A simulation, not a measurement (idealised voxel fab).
process module | voxel quadruple lines
cross-section cut | 200 nm wide | cells 5 nm
A cross-section is a grid of square cells, given in bands from the top down. A band is one or more rows of cells.
Each band's line starts with the height of the band's top and of its bottom, in nm. Then come its materials from left to right, each with its width in nm. One material with "throughout" fills the band from edge to edge. "air" is empty space.
Height 0 is the level under which the wafer as received is all one material. The lowest band goes on downwards, as in "0 down".
A width such as "30 to 40" changes by the same amount from each row of cells to the next, from the band's top row to its bottom row.
"no change" after a step means that no cell of the cross-section changed.
closed voids: empty space of 8 cells or more with no open way to the top, each as width x height at its distance from the left edge, in nm
after a step's settings: what the simulator itself notes on the step
overlay nm, on a step with a mask: how far to the right of its planned place the mask lay; to the left if negative
plan
1 op RECEIVE | material Si
2 op CONFORMAL_DEP | material Al2O3 | thk nm 5
3 op DIRECTIONAL_DEP | material Ru | thk nm 10
4 op DIRECTIONAL_DEP | material polySi | thk nm 20
5 op DIRECTIONAL_DEP | material aC | thk nm 20
6 op PATTERN | tone cover | mask id MANDREL | material resist | width nm 20 | pitch nm 60 | thk nm 30 | overlay nm 0
7 op DIRECTIONAL_ETCH | etch materials aC | depth nm 20
8 op STRIP | etch materials resist
9 op CONFORMAL_DEP | material SiO2 | thk nm 10
10 op DIRECTIONAL_ETCH | etch materials SiO2 | depth nm 10
11 op STRIP | etch materials aC
12 op DIRECTIONAL_ETCH | etch materials polySi | depth nm 20
13 op STRIP | etch materials SiO2
14 op CONFORMAL_DEP | material SiN | thk nm 5
15 op DIRECTIONAL_ETCH | etch materials SiN | depth nm 5
16 op STRIP | etch materials polySi
17 op DIRECTIONAL_ETCH | etch materials Ru | depth nm 10
18 op STRIP | etch materials SiN
19 op FILL_DEP | material SiO2 | thk nm 10
20 op CMP | height nm 15
as received, after step 1
  0 down: Si throughout
  closed voids: none
first wafer at the end, as planned
  15 to 5: SiO2 45 | Ru 5 | SiO2 10 | Ru 5 | SiO2 10 | Ru 5 | SiO2 10 | Ru 5 | SiO2 10 | Ru 5 | SiO2 10 | Ru 5 | SiO2 10 | Ru 5 | SiO2 10 | Ru 5 | SiO2 45
  5 to 0: Al2O3 throughout
  0 down: Si throughout
  closed voids: none
second wafer at the end: like start, like plan, one mistake
  15 to 5: polySi throughout
  5 to 0: Al2O3 throughout
  0 down: Si throughout
  closed voids: none
what went wrong: steps 3 and 4 were swapped
at the end the second wafer has, in cells: 16 fewer of Ru | 64 fewer of SiO2 | 80 more of polySi
